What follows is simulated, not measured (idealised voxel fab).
The following is a process module called voxel wiring stack.
290 nm wide, 5 nm square cells: that's cross-section cut.
Cross-section, as written here: a square-cell grid given band by band from the top down, where a band holds one or more rows of cells.
Quick guide to a band line: top height, bottom height (nm) up front; then every material left to right with its width in nm. Only one material and it's marked "throughout"? Then it fills the band edge to edge. And "air" just means empty space.
Convention: height 0 is the level below which the wafer, as received, is all one material. The lowest band does not terminate at the bottom but continues downward, represented as "0..down".
Width spec "30->40" -> top row of cells at first value, bottom row at second value, equal per-row change in between.
"nothing changed" for a step: no cell of the cross-section changed in that step.
Under "Voids, enclosed" you'll find the enclosed gaps, the ones with no way out to the top, that are 8 cells or bigger; each reads width x height at distance, with distance counted from the left edge, everything in nm.
The remark found on a step's line after its settings is issued by the simulator itself and pertains to that step.
For masked steps, "overlay nm" on the step line gives how far right of plan the mask actually lay; a minus sign means it lay to the left.
## Set out below are the planned steps of the process
1: RECEIVE (material Si)
2: CONFORMAL_DEP (material SiO2; thk nm 10)
3: CONFORMAL_DEP (material SiN; thk nm 5)
4: DIRECTIONAL_DEP (material lowk; thk nm 15)
5: MASKED_ETCH (tone open; mask id METAL_1; width nm 20; pitch nm 50; etch materials lowk; depth nm 15; overlay nm 0)
6: MASKED_ETCH (tone open; mask id METAL_1; width nm 20; pitch nm 50; etch materials SiN; depth nm 5; overlay nm 0)
7: CONFORMAL_DEP (material TiN; thk nm 5)
8: FILL_DEP (material Cu; thk nm 5)
9: CMP (height nm 30)
10: CONFORMAL_DEP (material SiCN; thk nm 5)
11: DIRECTIONAL_DEP (material SiO2; thk nm 30)
12: PATTERN (tone open; mask id METAL_2_HOLES; material resist; width nm 15; pitch nm 50; thk nm 15; overlay nm 0)
13: DIRECTIONAL_ETCH (etch materials SiO2; depth nm 30)
14: STRIP (etch materials resist)
15: MASKED_ETCH (tone open; mask id METAL_2; width nm 20; pitch nm 50; etch materials SiO2; depth nm 15; overlay nm 0)
16: MASKED_ETCH (tone open; mask id METAL_2; width nm 20; pitch nm 50; etch materials SiCN; depth nm 5; overlay nm 0)
17: CONFORMAL_DEP (material TiN; thk nm 5)
18: FILL_DEP (material Cu; thk nm 5)
19: CMP (height nm 65)
20: CONFORMAL_DEP (material SiCN; thk nm 5)
## Step 1 complete: cross-section of the wafer as received
> 0..down | Si throughout
> Voids, enclosed: none
## As-planned run: cross-section of the first of two wafers at end of module
> 70..65 | SiCN throughout
> 65..55 | SiO2 60 nm; TiN 5 nm; Cu 10 nm; TiN 5 nm; SiO2 30 nm; TiN 5 nm; Cu 10 nm; TiN 5 nm; SiO2 30 nm; TiN 5 nm; Cu 10 nm; TiN 5 nm; SiO2 30 nm; TiN 5 nm; Cu 10 nm; TiN 5 nm; SiO2 60 nm
> 55..50 | SiO2 60 nm; TiN 5 nm; Cu 5 nm; TiN 10 nm; SiO2 30 nm; TiN 5 nm; Cu 5 nm; TiN 10 nm; SiO2 30 nm; TiN 5 nm; Cu 5 nm; TiN 10 nm; SiO2 30 nm; TiN 5 nm; Cu 5 nm; TiN 10 nm; SiO2 60 nm
> 50..35 | SiO2 60 nm; TiN 5 nm; Cu 5 nm; TiN 5 nm; SiO2 35 nm; TiN 5 nm; Cu 5 nm; TiN 5 nm; SiO2 35 nm; TiN 5 nm; Cu 5 nm; TiN 5 nm; SiO2 35 nm; TiN 5 nm; Cu 5 nm; TiN 5 nm; SiO2 65 nm
> 35..30 | SiCN 60 nm; TiN 15 nm; SiCN 35 nm; TiN 15 nm; SiCN 35 nm; TiN 15 nm; SiCN 35 nm; TiN 15 nm; SiCN 65 nm
> 30..15 | lowk 60 nm; TiN 5 nm; Cu 10 nm; TiN 5 nm; lowk 30 nm; TiN 5 nm; Cu 10 nm; TiN 5 nm; lowk 30 nm; TiN 5 nm; Cu 10 nm; TiN 5 nm; lowk 30 nm; TiN 5 nm; Cu 10 nm; TiN 5 nm; lowk 60 nm
> 15..10 | SiN 60 nm; TiN 20 nm; SiN 30 nm; TiN 20 nm; SiN 30 nm; TiN 20 nm; SiN 30 nm; TiN 20 nm; SiN 60 nm
> 10..0 | SiO2 throughout
> 0..down | Si throughout
> Voids, enclosed: none
## Presented here is a cross-section of the second of the two wafers as it stood at the end of the module. It was started in the same manner and assigned the same plan as the first wafer; however, one mistake was made in its execution
> 70..65 | SiCN throughout
> 65..55 | SiO2 60 nm; TiN 5 nm; Cu 5 nm; TiN 5 nm; SiO2 35 nm; TiN 5 nm; Cu 5 nm; TiN 5 nm; SiO2 35 nm; TiN 5 nm; Cu 5 nm; TiN 5 nm; SiO2 35 nm; TiN 5 nm; Cu 5 nm; TiN 5 nm; SiO2 65 nm
> 55..50 | SiO2 60 nm; TiN 15 nm; SiO2 35 nm; TiN 15 nm; SiO2 35 nm; TiN 15 nm; SiO2 35 nm; TiN 15 nm; SiO2 65 nm
> 50..35 | SiO2 throughout
> 35..30 | SiCN throughout
> 30..15 | lowk 60 nm; TiN 5 nm; Cu 10 nm; TiN 5 nm; lowk 30 nm; TiN 5 nm; Cu 10 nm; TiN 5 nm; lowk 30 nm; TiN 5 nm; Cu 10 nm; TiN 5 nm; lowk 30 nm; TiN 5 nm; Cu 10 nm; TiN 5 nm; lowk 60 nm
> 15..10 | SiN 60 nm; TiN 20 nm; SiN 30 nm; TiN 20 nm; SiN 30 nm; TiN 20 nm; SiN 30 nm; TiN 20 nm; SiN 60 nm
> 10..0 | SiO2 throughout
> 0..down | Si throughout
> Voids, enclosed: none
The mistake made against the process plan was this: regarding the plan, step 11 was run twice
Upon completion, the second wafer contains, in terms of cells, a greater or smaller amount of certain materials than the first wafer: -24 Cu; +12 SiCN; +48 SiO2; -36 TiN
